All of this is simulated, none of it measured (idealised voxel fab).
Proc. module: voxel double patterning
It is cross-section cut that appears here, measuring 265 nm in width, its square cells being 5 nm in size.
Reading order for cross-sections: top band down to bottom band. Underlying form: a grid of square cells. Band size: one or more rows of cells. For a band, the entry starts with two heights in nm, that of the top and then that of the bottom, and carries on with the band's materials in order from left to right, each alongside its width in nm; the word "all across" beside a single material means it fills the band edge to edge, and "empty" means empty space. Height is counted from the level 0, under which the received wafer is composed throughout of one material. The lowest of the bands is not closed at the bottom but continues downward, in the notation "0 and below". Width "30->40": first value at the band's top row of cells, second value at its bottom row, equal change from row to row. "remained unchanged" for a step: no cell of the cross-section changed in that step. "Closed void catalog" lists enclosed empty spaces (at least 8 cells, no open path upward to the top), each as width x height at distance from the left edge, in nm. Note: text after step settings on the step line = simulator remark on that step. overlay nm: mask right of planned place by this much (step with mask). Neg. = left.
**The following list gives the planned process steps**
| 1 | RECEIVE: material Si |
| 2 | CONFORMAL_DEP: material SiO2, thk nm 10 |
| 3 | DIRECTIONAL_DEP: material W, thk nm 20 |
| 4 | DIRECTIONAL_DEP: material SiCN, thk nm 10 |
| 5 | DIRECTIONAL_DEP: material aC, thk nm 10 |
| 6 | PATTERN: tone open, mask id FIRST, material resist, width nm 15, pitch nm 50, thk nm 30, overlay nm 0 |
| 7 | DIRECTIONAL_ETCH: etch materials aC, depth nm 10 |
| 8 | STRIP: etch materials resist |
| 9 | DIRECTIONAL_ETCH: etch materials SiCN, depth nm 10 |
| 10 | STRIP: etch materials aC |
| 11 | MASKED_ETCH: tone open, mask id SECOND, width nm 15, etch materials SiCN, depth nm 10, overlay nm 0 |
| 12 | DIRECTIONAL_ETCH: etch materials W, depth nm 20 |
| 13 | STRIP: etch materials SiCN |
**Cross-section: wafer on arrival = after step 1**
* 0 and below | Si all across
* Closed void catalog: none
**The first of two wafers, cross-sectioned at the end of the module, with the run proceeding as planned**
* 30 down to 10 | W 100  empty 15  W 10  empty 15  W 10  empty 15  W 100
* 10 down to 0 | SiO2 all across
* 0 and below | Si all across
* Closed void catalog: none
**Second wafer of the two, sectioned at the end of the module. It began like the first and followed the same plan, but one mistake was made while running it**
* 30 down to 10 | W 95  empty 15  W 15  empty 15  W 5  empty 15  W 105
* 10 down to 0 | SiO2 all across
* 0 and below | Si all across
* Closed void catalog: none
Deviation noted in wafer processing: off-plan run, step 6, actual operation and settings PATTERN: tone open, mask id FIRST, material resist, width nm 15, pitch nm 50, thk nm 30, overlay nm -5
At the end, the second wafer has the same number of cells of each material as the first, but those cells sit in other places.
